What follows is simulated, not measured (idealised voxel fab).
Herein follows the process module entitled voxel gate over fins.
The figure presents cross-section cut, which has a width of 255 nm and is divided into square cells with an edge length of 5 nm.
Cross-section spec: square-cell grid; bands listed top down; each band is one or more rows. Band: top height; bottom height; in nm. Then, left to right: material with width in nm, for each material. "edge to edge": a single material spanning edge to edge. "empty": empty space. Ref level 0: as-received wafer is one material below here. Bottom band extends down with no lower bound ("0 nm and below"). It should be noted that a width expressed as "30 to 40" varies in equal increments from row to row of cells within the band, taking the value of the first number at the top row and that of the second number at the bottom row. Basically "stayed the same" means that step didn't change any cell in the cross-section. "Closed void inventory" specifies each empty space that is not open to the top and that occupies no fewer than 8 cells, using the form width x height at distance, the distance measured from the left edge and all three quantities in nm. Where a step's line continues beyond its settings, the continuation is a remark by the simulator itself on that step. A step line may carry the setting "overlay nm", which, for steps involving a mask, states the distance by which the mask lay to the right of its intended position; negative values denote displacement to the left.
PROCESS STEPS FORESEEN IN THE PLAN
| 1 | RECEIVE | material Si |
| 2 | CONFORMAL_DEP | material SiN | thk nm 5 |
| 3 | DIRECTIONAL_DEP | material aC | thk nm 15 |
| 4 | PATTERN | tone cover | mask id FINS | material resist | width nm 15 | pitch nm 45 | thk nm 35 | overlay nm 0 |
| 5 | DIRECTIONAL_ETCH | etch materials aC | depth nm 15 |
| 6 | STRIP | etch materials resist |
| 7 | DIRECTIONAL_ETCH | etch materials SiN | depth nm 5 |
| 8 | DIRECTIONAL_ETCH | etch materials Si | depth nm 40 |
| 9 | STRIP | etch materials aC |
| 10 | FILL_DEP | material SiO2 | thk nm 10 |
| 11 | CMP | height nm 5 |
| 12 | SELECTIVE_ETCH | etch materials SiO2 | depth nm 15 |
| 13 | STRIP | etch materials SiN |
| 14 | CONFORMAL_DEP | material HfO2 | thk nm 5 |
| 15 | CONFORMAL_DEP | material TiN | thk nm 5 |
| 16 | CONFORMAL_DEP | material TiAl | thk nm 5 |
| 17 | CONFORMAL_DEP | material TiN | thk nm 5 |
| 18 | FILL_DEP | material W | thk nm 10 |
| 19 | CMP | height nm 25 |
| 20 | CONFORMAL_DEP | material SiCN | thk nm 10 |
WAFER AT RECEIPT (POST STEP 1), CROSS-SECTION
  0 nm and below | Si edge to edge
  Closed void inventory: none
MODULE COMPLETE - CROSS-SECTION OF THE FIRST OF TWO WAFERS, RUN ACCORDING TO PLAN
  35 nm to 25 nm | SiCN edge to edge
  25 nm to 20 nm | W edge to edge
  20 nm to 15 nm | W: 75  TiN: 100  W: 80
  15 nm to 10 nm | W: 75  TiN: 5  TiAl: 90  TiN: 5  W: 80
  10 nm to 5 nm | TiN: 80  TiAl: 5  TiN: 35  TiAl: 10  TiN: 35  TiAl: 5  TiN: 85
  5 nm to 0 nm | TiAl: 85  TiN: 5  HfO2: 25  TiN: 5  TiAl: 10  TiN: 5  HfO2: 25  TiN: 5  TiAl: 90
  0 nm to -5 nm | TiN: 90  HfO2: 5  Si: 15  HfO2: 5  TiN: 20  HfO2: 5  Si: 15  HfO2: 5  TiN: 95
  -5 nm to -10 nm | HfO2: 95  Si: 15  HfO2: 30  Si: 15  HfO2: 100
  -10 nm to -40 nm | SiO2: 95  Si: 15  SiO2: 30  Si: 15  SiO2: 100
  -40 nm and below | Si edge to edge
  Closed void inventory: none
THE SECOND WAFER, SHOWN IN CROSS-SECTION AFTER THE MODULE: STARTED THE SAME WAY AS THE FIRST AND GIVEN THE SAME PLAN, YET ONE MISTAKE CREPT INTO HOW IT WAS RUN
  35 nm to 25 nm | SiCN edge to edge
  25 nm to 20 nm | W edge to edge
  20 nm to 10 nm | W: 75  TiN: 100  W: 80
  10 nm to 5 nm | TiN: 85  TiAl: 35  TiN: 10  TiAl: 35  TiN: 90
  5 nm to 0 nm | TiN: 85  TiAl: 5  HfO2: 25  TiAl: 5  TiN: 10  TiAl: 5  HfO2: 25  TiAl: 5  TiN: 90
  0 nm to -5 nm | TiAl: 90  HfO2: 5  Si: 15  HfO2: 5  TiAl: 20  HfO2: 5  Si: 15  HfO2: 5  TiAl: 95
  -5 nm to -10 nm | HfO2: 95  Si: 15  HfO2: 30  Si: 15  HfO2: 100
  -10 nm to -40 nm | SiO2: 95  Si: 15  SiO2: 30  Si: 15  SiO2: 100
  -40 nm and below | Si edge to edge
  Closed void inventory: none
Where did the run depart from the plan? note: step 15 <-> step 16, run order reversed vs plan
The concluding comparison shows that, measured in cells, each material is equally abundant on both wafers, albeit at different positions.
